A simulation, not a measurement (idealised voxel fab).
Documented hereafter: the process module known as voxel wiring stack.
Cross-section cut: width 205 nm, square cells of 5 nm.
Cross-section = grid of square cells, listed top down in bands; band = one or more rows. What a band's entry tells you: where the top is and where the bottom is, as heights in nm, and after that what lies inside, material by material from left to right, each with its width in nm. Empty space is written as the word "air", and a single material marked with the word "edge to edge" occupies the band from edge to edge. It should be noted that heights are counted from 0, beneath which the wafer as supplied is of one material throughout, and that the lowest band possesses no lower boundary but continues downward, as written in "0 and below". Quick explanation for "30..40": the width changes in equal steps down the rows of cells, from the first number in the band's top row to the second number in its bottom row. No cell of the cross-section changed in a step that is given as "changes: none". Listed in "Enclosed empty spaces": every empty space of 8 or more cells without an open way to the top. Form: width x height at distance, the distance being from the left edge, all in nm. Step line, after settings: the simulator's comment on this step. overlay nm: how far to the right of its planned place the mask lay on this masked step (negative: to the left).

-- Planned step list for the process
- 1: RECEIVE with material Si
- 2: CONFORMAL_DEP with material SiO2, thk nm 15
- 3: DIRECTIONAL_DEP with material TiN, thk nm 5
- 4: DIRECTIONAL_DEP with material W, thk nm 25
- 5: PATTERN with tone cover, mask id METAL_1, material resist, width nm 30, pitch nm 55, thk nm 15, overlay nm 0
- 6: DIRECTIONAL_ETCH with etch materials W, depth nm 25
- 7: DIRECTIONAL_ETCH with etch materials TiN, depth nm 5
- 8: STRIP with etch materials resist
- 9: FILL_DEP with material lowk, thk nm 5
- 10: CMP with height nm 45
- 11: CONFORMAL_DEP with material SiCN, thk nm 5
- 12: DIRECTIONAL_DEP with material SiO2, thk nm 20
- 13: DIRECTIONAL_DEP with material aC, thk nm 10
- 14: PATTERN with tone open, mask id PLUG_1, material resist, width nm 15, pitch nm 110, thk nm 30, overlay nm 0
- 15: DIRECTIONAL_ETCH with etch materials aC, depth nm 10
- 16: STRIP with etch materials resist
- 17: DIRECTIONAL_ETCH with etch materials SiO2, depth nm 20
- 18: DIRECTIONAL_ETCH with etch materials SiCN, depth nm 5
- 19: STRIP with etch materials aC
- 20: CONFORMAL_DEP with material TiN, thk nm 5
- 21: FILL_DEP with material W, thk nm 5
- 22: CMP with height nm 70
- 23: DIRECTIONAL_DEP with material TiN, thk nm 5
- 24: DIRECTIONAL_DEP with material W, thk nm 15
- 25: PATTERN with tone cover, mask id METAL_2, material resist, width nm 30, pitch nm 55, thk nm 20, overlay nm 0
- 26: DIRECTIONAL_ETCH with etch materials W, depth nm 15
- 27: DIRECTIONAL_ETCH with etch materials TiN, depth nm 5
- 28: STRIP with etch materials resist
- 29: FILL_DEP with material SiO2, thk nm 10
- 30: CMP with height nm 90
- 31: CONFORMAL_DEP with material SiCN, thk nm 5
- 32: DIRECTIONAL_DEP with material lowk, thk nm 30
- 33: PATTERN with tone open, mask id METAL_3_HOLES, material resist, width nm 15, pitch nm 55, thk nm 20, overlay nm 0
- 34: DIRECTIONAL_ETCH with etch materials lowk, depth nm 30
- 35: STRIP with etch materials resist
- 36: MASKED_ETCH with tone open, mask id METAL_3, width nm 30, pitch nm 55, etch materials lowk, depth nm 15, overlay nm 0
- 37: MASKED_ETCH with tone open, mask id METAL_3, width nm 30, pitch nm 55, etch materials SiCN, depth nm 5, overlay nm 0
- 38: CONFORMAL_DEP with material TiN, thk nm 5
- 39: FILL_DEP with material Ru, thk nm 10
- 40: CMP with height nm 125
- 41: CONFORMAL_DEP with material SiN, thk nm 5

-- On the first of the two wafers: run conducted according to plan

-- Received-state cross-section, reflecting completion of step 1
0 and below  Si edge to edge
Enclosed empty spaces: none

-- Sectional view: wafer, after step 2
15 down to 0  SiO2 edge to edge
At heights below 0, the structure remains unaltered.

-- Sectional view: wafer, after step 3
20 down to 15  TiN edge to edge
At heights below 15, the structure remains unaltered.

-- Sectional view: wafer, after step 4
45 down to 20  W edge to edge
At heights below 20, the structure remains unaltered.

-- Sectional view: wafer, after step 5
60 down to 45  30 of air, 30 of resist, 25 of air, 30 of resist, 25 of air, 30 of resist, 35 of air
At heights below 45, the structure remains unaltered.

-- Sectional view: wafer, after step 6
60 down to 45  30 of air, 30 of resist, 25 of air, 30 of resist, 25 of air, 30 of resist, 35 of air
45 down to 20  30 of air, 30 of W, 25 of air, 30 of W, 25 of air, 30 of W, 35 of air
At heights below 20, the structure remains unaltered.

-- Sectional view: wafer, after step 7
60 down to 45  30 of air, 30 of resist, 25 of air, 30 of resist, 25 of air, 30 of resist, 35 of air
45 down to 20  30 of air, 30 of W, 25 of air, 30 of W, 25 of air, 30 of W, 35 of air
20 down to 15  30 of air, 30 of TiN, 25 of air, 30 of TiN, 25 of air, 30 of TiN, 35 of air
At heights below 15, the structure remains unaltered.

-- Sectional view: wafer, after step 8
45 down to 20  30 of air, 30 of W, 25 of air, 30 of W, 25 of air, 30 of W, 35 of air
At heights below 20, the structure remains unaltered.

-- Sectional view: wafer, after step 9
50 down to 45  lowk edge to edge
45 down to 20  30 of lowk, 30 of W, 25 of lowk, 30 of W, 25 of lowk, 30 of W, 35 of lowk
20 down to 15  30 of lowk, 30 of TiN, 25 of lowk, 30 of TiN, 25 of lowk, 30 of TiN, 35 of lowk
At heights below 15, the structure remains unaltered.

-- Sectional view: wafer, after step 10
45 down to 20  30 of lowk, 30 of W, 25 of lowk, 30 of W, 25 of lowk, 30 of W, 35 of lowk
At heights below 20, the structure remains unaltered.

-- Sectional view: wafer, after step 11
50 down to 45  SiCN edge to edge
At heights below 45, the structure remains unaltered.

-- Sectional view: wafer, after step 12
70 down to 50  SiO2 edge to edge
At heights below 50, the structure remains unaltered.

-- Sectional view: wafer, after step 13
80 down to 70  aC edge to edge
At heights below 70, the structure remains unaltered.

-- Sectional view: wafer, after step 14
110 down to 80  30 of resist, 15 of air, 95 of resist, 15 of air, 50 of resist
At heights below 80, the structure remains unaltered.

-- Sectional view: wafer, after step 15
100 down to 80  30 of resist, 15 of air, 95 of resist, 15 of air, 50 of resist
80 down to 70  30 of aC, 15 of air, 95 of aC, 15 of air, 50 of aC
At heights below 70, the structure remains unaltered.

-- Sectional view: wafer, after step 16
80 down to 70  30 of aC, 15 of air, 95 of aC, 15 of air, 50 of aC
At heights below 70, the structure remains unaltered.

-- Sectional view: wafer, after step 17
80 down to 70  30 of aC, 15 of air, 95 of aC, 15 of air, 50 of aC
70 down to 50  30 of SiO2, 15 of air, 95 of SiO2, 15 of air, 50 of SiO2
At heights below 50, the structure remains unaltered.

-- Sectional view: wafer, after step 18
80 down to 70  30 of aC, 15 of air, 95 of aC, 15 of air, 50 of aC
70 down to 50  30 of SiO2, 15 of air, 95 of SiO2, 15 of air, 50 of SiO2
50 down to 45  30 of SiCN, 15 of air, 95 of SiCN, 15 of air, 50 of SiCN
At heights below 45, the structure remains unaltered.

-- Sectional view: wafer, after step 19
70 down to 50  30 of SiO2, 15 of air, 95 of SiO2, 15 of air, 50 of SiO2
At heights below 50, the structure remains unaltered.

-- Sectional view: wafer, after step 20
75 down to 70  35 of TiN, 5 of air, 105 of TiN, 5 of air, 55 of TiN
70 down to 50  30 of SiO2, 5 of TiN, 5 of air, 5 of TiN, 95 of SiO2, 5 of TiN, 5 of air, 5 of TiN, 50 of SiO2
50 down to 45  30 of SiCN, 15 of TiN, 95 of SiCN, 15 of TiN, 50 of SiCN
At heights below 45, the structure remains unaltered.

-- Sectional view: wafer, after step 21
80 down to 75  W edge to edge
75 down to 70  35 of TiN, 5 of W, 105 of TiN, 5 of W, 55 of TiN
70 down to 50  30 of SiO2, 5 of TiN, 5 of W, 5 of TiN, 95 of SiO2, 5 of TiN, 5 of W, 5 of TiN, 50 of SiO2
At heights below 50, the structure remains unaltered.

-- Sectional view: wafer, after step 22
70 down to 50  30 of SiO2, 5 of TiN, 5 of W, 5 of TiN, 95 of SiO2, 5 of TiN, 5 of W, 5 of TiN, 50 of SiO2
At heights below 50, the structure remains unaltered.

-- Sectional view: wafer, after step 23
75 down to 70  TiN edge to edge
At heights below 70, the structure remains unaltered.

-- Sectional view: wafer, after step 24
90 down to 75  W edge to edge
At heights below 75, the structure remains unaltered.

-- Sectional view: wafer, after step 25
110 down to 90  30 of air, 30 of resist, 25 of air, 30 of resist, 25 of air, 30 of resist, 35 of air
At heights below 90, the structure remains unaltered.

-- Sectional view: wafer, after step 26
110 down to 90  30 of air, 30 of resist, 25 of air, 30 of resist, 25 of air, 30 of resist, 35 of air
90 down to 75  30 of air, 30 of W, 25 of air, 30 of W, 25 of air, 30 of W, 35 of air
At heights below 75, the structure remains unaltered.

-- Sectional view: wafer, after step 27
110 down to 90  30 of air, 30 of resist, 25 of air, 30 of resist, 25 of air, 30 of resist, 35 of air
90 down to 75  30 of air, 30 of W, 25 of air, 30 of W, 25 of air, 30 of W, 35 of air
75 down to 70  30 of air, 30 of TiN, 25 of air, 30 of TiN, 25 of air, 30 of TiN, 35 of air
At heights below 70, the structure remains unaltered.

-- Sectional view: wafer, after step 28
90 down to 75  30 of air, 30 of W, 25 of air, 30 of W, 25 of air, 30 of W, 35 of air
At heights below 75, the structure remains unaltered.

-- Sectional view: wafer, after step 29
100 down to 90  SiO2 edge to edge
90 down to 75  30 of SiO2, 30 of W, 25 of SiO2, 30 of W, 25 of SiO2, 30 of W, 35 of SiO2
75 down to 70  30 of SiO2, 30 of TiN, 25 of SiO2, 30 of TiN, 25 of SiO2, 30 of TiN, 35 of SiO2
At heights below 70, the structure remains unaltered.

-- Sectional view: wafer, after step 30
90 down to 75  30 of SiO2, 30 of W, 25 of SiO2, 30 of W, 25 of SiO2, 30 of W, 35 of SiO2
At heights below 75, the structure remains unaltered.

-- Sectional view: wafer, after step 31
95 down to 90  SiCN edge to edge
At heights below 90, the structure remains unaltered.

-- Sectional view: wafer, after step 32
125 down to 95  lowk edge to edge
At heights below 95, the structure remains unaltered.

-- Sectional view: wafer, after step 33
145 down to 125  30 of resist, 15 of air, 40 of resist, 15 of air, 40 of resist, 15 of air, 50 of resist
At heights below 125, the structure remains unaltered.

-- Sectional view: wafer, after step 34
145 down to 125  30 of resist, 15 of air, 40 of resist, 15 of air, 40 of resist, 15 of air, 50 of resist
125 down to 95  30 of lowk, 15 of air, 40 of lowk, 15 of air, 40 of lowk, 15 of air, 50 of lowk
At heights below 95, the structure remains unaltered.

-- Sectional view: wafer, after step 35
125 down to 95  30 of lowk, 15 of air, 40 of lowk, 15 of air, 40 of lowk, 15 of air, 50 of lowk
At heights below 95, the structure remains unaltered.

-- Sectional view: wafer, after step 36
125 down to 110  30 of lowk, 30 of air, 25 of lowk, 30 of air, 25 of lowk, 30 of air, 35 of lowk
At heights below 110, the structure remains unaltered.

-- Sectional view: wafer, after step 37
125 down to 110  30 of lowk, 30 of air, 25 of lowk, 30 of air, 25 of lowk, 30 of air, 35 of lowk
110 down to 95  30 of lowk, 15 of air, 40 of lowk, 15 of air, 40 of lowk, 15 of air, 50 of lowk
95 down to 90  30 of SiCN, 15 of air, 40 of SiCN, 15 of air, 40 of SiCN, 15 of air, 50 of SiCN
At heights below 90, the structure remains unaltered.

-- Sectional view: wafer, after step 38
130 down to 125  35 of TiN, 20 of air, 35 of TiN, 20 of air, 35 of TiN, 20 of air, 40 of TiN
125 down to 115  30 of lowk, 5 of TiN, 20 of air, 5 of TiN, 25 of lowk, 5 of TiN, 20 of air, 5 of TiN, 25 of lowk, 5 of TiN, 20 of air, 5 of TiN, 35 of lowk
115 down to 110  30 of lowk, 5 of TiN, 5 of air, 20 of TiN, 25 of lowk, 5 of TiN, 5 of air, 20 of TiN, 25 of lowk, 5 of TiN, 5 of air, 20 of TiN, 35 of lowk
110 down to 95  30 of lowk, 5 of TiN, 5 of air, 5 of TiN, 40 of lowk, 5 of TiN, 5 of air, 5 of TiN, 40 of lowk, 5 of TiN, 5 of air, 5 of TiN, 50 of lowk
95 down to 90  30 of SiCN, 15 of TiN, 40 of SiCN, 15 of TiN, 40 of SiCN, 15 of TiN, 50 of SiCN
At heights below 90, the structure remains unaltered.

-- Sectional view: wafer, after step 39
140 down to 130  Ru edge to edge
130 down to 125  35 of TiN, 20 of Ru, 35 of TiN, 20 of Ru, 35 of TiN, 20 of Ru, 40 of TiN
125 down to 115  30 of lowk, 5 of TiN, 20 of Ru, 5 of TiN, 25 of lowk, 5 of TiN, 20 of Ru, 5 of TiN, 25 of lowk, 5 of TiN, 20 of Ru, 5 of TiN, 35 of lowk
115 down to 110  30 of lowk, 5 of TiN, 5 of Ru, 20 of TiN, 25 of lowk, 5 of TiN, 5 of Ru, 20 of TiN, 25 of lowk, 5 of TiN, 5 of Ru, 20 of TiN, 35 of lowk
110 down to 95  30 of lowk, 5 of TiN, 5 of Ru, 5 of TiN, 40 of lowk, 5 of TiN, 5 of Ru, 5 of TiN, 40 of lowk, 5 of TiN, 5 of Ru, 5 of TiN, 50 of lowk
At heights below 95, the structure remains unaltered.

-- Sectional view: wafer, after step 40
125 down to 115  30 of lowk, 5 of TiN, 20 of Ru, 5 of TiN, 25 of lowk, 5 of TiN, 20 of Ru, 5 of TiN, 25 of lowk, 5 of TiN, 20 of Ru, 5 of TiN, 35 of lowk
At heights below 115, the structure remains unaltered.

-- Sectional view: wafer, after step 41
130 down to 125  SiN edge to edge
At heights below 125, the structure remains unaltered.

-- Second Wafer (Identical Start and Plan, One Processing Error; Matches First Wafer Through Step 32)

-- Cross-section: second wafer, time at which step 33 was scheduled to end
145 down to 125  40 of resist, 15 of air, 40 of resist, 15 of air, 40 of resist, 15 of air, 40 of resist
At heights below 125, the structure remains unaltered.

-- Cross-section: second wafer, time at which step 34 was scheduled to end
145 down to 125  40 of resist, 15 of air, 40 of resist, 15 of air, 40 of resist, 15 of air, 40 of resist
125 down to 95  40 of lowk, 15 of air, 40 of lowk, 15 of air, 40 of lowk, 15 of air, 40 of lowk
At heights below 95, the structure remains unaltered.

-- Cross-section: second wafer, time at which step 35 was scheduled to end
125 down to 95  40 of lowk, 15 of air, 40 of lowk, 15 of air, 40 of lowk, 15 of air, 40 of lowk
At heights below 95, the structure remains unaltered.

-- Cross-section: second wafer, time at which step 36 was scheduled to end
125 down to 110  30 of lowk, 30 of air, 25 of lowk, 30 of air, 25 of lowk, 30 of air, 35 of lowk
At heights below 110, the structure remains unaltered.

-- Cross-section: second wafer, time at which step 37 was scheduled to end
125 down to 110  30 of lowk, 30 of air, 25 of lowk, 30 of air, 25 of lowk, 30 of air, 35 of lowk
110 down to 95  40 of lowk, 15 of air, 40 of lowk, 15 of air, 40 of lowk, 15 of air, 40 of lowk
95 down to 90  40 of SiCN, 15 of air, 40 of SiCN, 15 of air, 40 of SiCN, 15 of air, 40 of SiCN
At heights below 90, the structure remains unaltered.

-- Cross-section: second wafer, time at which step 38 was scheduled to end
130 down to 125  35 of TiN, 20 of air, 35 of TiN, 20 of air, 35 of TiN, 20 of air, 40 of TiN
125 down to 115  30 of lowk, 5 of TiN, 20 of air, 5 of TiN, 25 of lowk, 5 of TiN, 20 of air, 5 of TiN, 25 of lowk, 5 of TiN, 20 of air, 5 of TiN, 35 of lowk
115 down to 110  30 of lowk, 15 of TiN, 5 of air, 10 of TiN, 25 of lowk, 15 of TiN, 5 of air, 10 of TiN, 25 of lowk, 15 of TiN, 5 of air, 10 of TiN, 35 of lowk
110 down to 95  40 of lowk, 5 of TiN, 5 of air, 5 of TiN, 40 of lowk, 5 of TiN, 5 of air, 5 of TiN, 40 of lowk, 5 of TiN, 5 of air, 5 of TiN, 40 of lowk
95 down to 90  40 of SiCN, 15 of TiN, 40 of SiCN, 15 of TiN, 40 of SiCN, 15 of TiN, 40 of SiCN
At heights below 90, the structure remains unaltered.

-- Cross-section: second wafer, time at which step 39 was scheduled to end
140 down to 130  Ru edge to edge
130 down to 125  35 of TiN, 20 of Ru, 35 of TiN, 20 of Ru, 35 of TiN, 20 of Ru, 40 of TiN
125 down to 115  30 of lowk, 5 of TiN, 20 of Ru, 5 of TiN, 25 of lowk, 5 of TiN, 20 of Ru, 5 of TiN, 25 of lowk, 5 of TiN, 20 of Ru, 5 of TiN, 35 of lowk
115 down to 110  30 of lowk, 15 of TiN, 5 of Ru, 10 of TiN, 25 of lowk, 15 of TiN, 5 of Ru, 10 of TiN, 25 of lowk, 15 of TiN, 5 of Ru, 10 of TiN, 35 of lowk
110 down to 95  40 of lowk, 5 of TiN, 5 of Ru, 5 of TiN, 40 of lowk, 5 of TiN, 5 of Ru, 5 of TiN, 40 of lowk, 5 of TiN, 5 of Ru, 5 of TiN, 40 of lowk
At heights below 95, the structure remains unaltered.

-- Cross-section: second wafer, time at which step 40 was scheduled to end
125 down to 115  30 of lowk, 5 of TiN, 20 of Ru, 5 of TiN, 25 of lowk, 5 of TiN, 20 of Ru, 5 of TiN, 25 of lowk, 5 of TiN, 20 of Ru, 5 of TiN, 35 of lowk
At heights below 115, the structure remains unaltered.

-- Cross-section: second wafer, time at which step 41 was scheduled to end
130 down to 125  SiN edge to edge
At heights below 125, the structure remains unaltered.
Heads up, the wafer didn't run the way we planned it: step 33: run off-plan, actual operation and settings PATTERN with tone open, mask id METAL_3_HOLES, material resist, width nm 15, pitch nm 55, thk nm 20, overlay nm 10
Matching per-material cell counts, mismatched positions: that is how the second wafer compares with the first at the end.
